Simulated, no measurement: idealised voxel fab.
process module | voxel ribs on slabs
Each square cell in cross-section cut measures 5 nm, and the section as a whole is 300 nm wide.
In this document a cross-section is written as a grid of square cells. It is given as a series of bands, listed from the top down, and a band is one or more rows of cells. Band: top height; bottom height; in nm. Then, left to right: material with width in nm, for each material. "all across": a single material spanning edge to edge. "empty": empty space. Where do heights start? At 0: under that level the wafer as delivered is made of one material only. And the lowest band has no floor; it just carries on downward, as in "0 nm and below". A width given as "30->40" starts at the first number in the band's top row and ends at the second number in its bottom row, shifting by an equal amount at every step from row to row. The designation "no alteration", where it is given for a processing step, indicates that no cell of the cross-section was altered in the course of that step. "Voids, fully enclosed" means: voids of 8 cells or more that are shut off from the top with no open way through. Written width x height at distance, distance from the left edge, in nm. Read whatever lies past the settings on a step's line as the simulator's own remark about the step. overlay nm: right-of-plan distance of the mask on a masked step; negative values mean left-of-plan.
[Listed below are the process steps as planned]
1) RECEIVE: material Si
2) DIRECTIONAL_DEP: material SiO2, thk nm 25
3) DIRECTIONAL_DEP: material polySi, thk nm 20
4) PATTERN: tone cover, mask id RIB, material resist, width nm 30, thk nm 15, overlay nm 0
5) DIRECTIONAL_ETCH: etch materials polySi, depth nm 15
6) STRIP: etch materials resist
7) PATTERN: tone cover, mask id SLAB, material resist, width nm 90, thk nm 20, overlay nm 0
8) DIRECTIONAL_ETCH: etch materials polySi, depth nm 5
9) STRIP: etch materials resist
10) FILL_DEP: material SiO2, thk nm 20
11) CMP: height nm 60
12) DIRECTIONAL_DEP: material W, thk nm 5
13) PATTERN: tone cover, mask id HEATER, material resist, width nm 40, thk nm 20, overlay nm 0
14) DIRECTIONAL_ETCH: etch materials W, depth nm 5
15) STRIP: etch materials resist
16) CONFORMAL_DEP: material SiN, thk nm 5
[First of two wafers - as planned]
[Cross-section: wafer on arrival = after step 1]
> 0 nm and below | Si all across
> Voids, fully enclosed: none
[Take a look at the wafer's cross-section after step 2]
> 25 nm to 0 nm | SiO2 all across
> Whatever lies below 0 is exactly as it was before.
[Take a look at the wafer's cross-section after step 3]
> 45 nm to 25 nm | polySi all across
> Whatever lies below 25 is exactly as it was before.
[Take a look at the wafer's cross-section after step 4]
> 60 nm to 45 nm | empty 135 nm | resist 30 nm | empty 135 nm
> Whatever lies below 45 is exactly as it was before.
[Take a look at the wafer's cross-section after step 5]
> 60 nm to 45 nm | empty 135 nm | resist 30 nm | empty 135 nm
> 45 nm to 30 nm | empty 135 nm | polySi 30 nm | empty 135 nm
> Whatever lies below 30 is exactly as it was before.
[Take a look at the wafer's cross-section after step 6]
> 45 nm to 30 nm | empty 135 nm | polySi 30 nm | empty 135 nm
> Whatever lies below 30 is exactly as it was before.
[Take a look at the wafer's cross-section after step 7]
> 65 nm to 45 nm | empty 105 nm | resist 90 nm | empty 105 nm
> 45 nm to 30 nm | empty 105 nm | resist 30 nm | polySi 30 nm | resist 30 nm | empty 105 nm
> Whatever lies below 30 is exactly as it was before.
[Take a look at the wafer's cross-section after step 8]
> 65 nm to 45 nm | empty 105 nm | resist 90 nm | empty 105 nm
> 45 nm to 30 nm | empty 105 nm | resist 30 nm | polySi 30 nm | resist 30 nm | empty 105 nm
> 30 nm to 25 nm | empty 105 nm | polySi 90 nm | empty 105 nm
> Whatever lies below 25 is exactly as it was before.
[Take a look at the wafer's cross-section after step 9]
> 45 nm to 30 nm | empty 135 nm | polySi 30 nm | empty 135 nm
> Whatever lies below 30 is exactly as it was before.
[Take a look at the wafer's cross-section after step 10]
> 65 nm to 45 nm | SiO2 all across
> 45 nm to 30 nm | SiO2 135 nm | polySi 30 nm | SiO2 135 nm
> 30 nm to 25 nm | SiO2 105 nm | polySi 90 nm | SiO2 105 nm
> Whatever lies below 25 is exactly as it was before.
[Take a look at the wafer's cross-section after step 11]
> 60 nm to 45 nm | SiO2 all across
> Whatever lies below 45 is exactly as it was before.
[Take a look at the wafer's cross-section after step 12]
> 65 nm to 60 nm | W all across
> Whatever lies below 60 is exactly as it was before.
[Take a look at the wafer's cross-section after step 13]
> 85 nm to 65 nm | empty 130 nm | resist 40 nm | empty 130 nm
> Whatever lies below 65 is exactly as it was before.
[Take a look at the wafer's cross-section after step 14]
> 85 nm to 65 nm | empty 130 nm | resist 40 nm | empty 130 nm
> 65 nm to 60 nm | empty 130 nm | W 40 nm | empty 130 nm
> Whatever lies below 60 is exactly as it was before.
[Take a look at the wafer's cross-section after step 15]
> 65 nm to 60 nm | empty 130 nm | W 40 nm | empty 130 nm
> Whatever lies below 60 is exactly as it was before.
[Take a look at the wafer's cross-section after step 16]
> 70 nm to 65 nm | empty 125 nm | SiN 50 nm | empty 125 nm
> 65 nm to 60 nm | SiN 130 nm | W 40 nm | SiN 130 nm
> Whatever lies below 60 is exactly as it was before.
[Wafer two. Same start, same plan, one slip in execution. Same as wafer one through step 10, inclusive]
[Second wafer cross-section, taken as of the time the plan sets for step 11 to be done]
> 55 nm to 45 nm | SiO2 all across
> Whatever lies below 45 is exactly as it was before.
[Second wafer cross-section, taken as of the time the plan sets for step 12 to be done]
> 60 nm to 55 nm | W all across
> Whatever lies below 55 is exactly as it was before.
[Second wafer cross-section, taken as of the time the plan sets for step 13 to be done]
> 80 nm to 60 nm | empty 130 nm | resist 40 nm | empty 130 nm
> Whatever lies below 60 is exactly as it was before.
[Second wafer cross-section, taken as of the time the plan sets for step 14 to be done]
> 80 nm to 60 nm | empty 130 nm | resist 40 nm | empty 130 nm
> 60 nm to 55 nm | empty 130 nm | W 40 nm | empty 130 nm
> Whatever lies below 55 is exactly as it was before.
[Second wafer cross-section, taken as of the time the plan sets for step 15 to be done]
> 60 nm to 55 nm | empty 130 nm | W 40 nm | empty 130 nm
> Whatever lies below 55 is exactly as it was before.
[Second wafer cross-section, taken as of the time the plan sets for step 16 to be done]
> 65 nm to 60 nm | empty 125 nm | SiN 50 nm | empty 125 nm
> 60 nm to 55 nm | SiN 130 nm | W 40 nm | SiN 130 nm
> Whatever lies below 55 is exactly as it was before.
what went wrong: off-plan run, step 11, actual operation and settings CMP: height nm 55
at the end the second wafer has, in cells: -60 SiO2
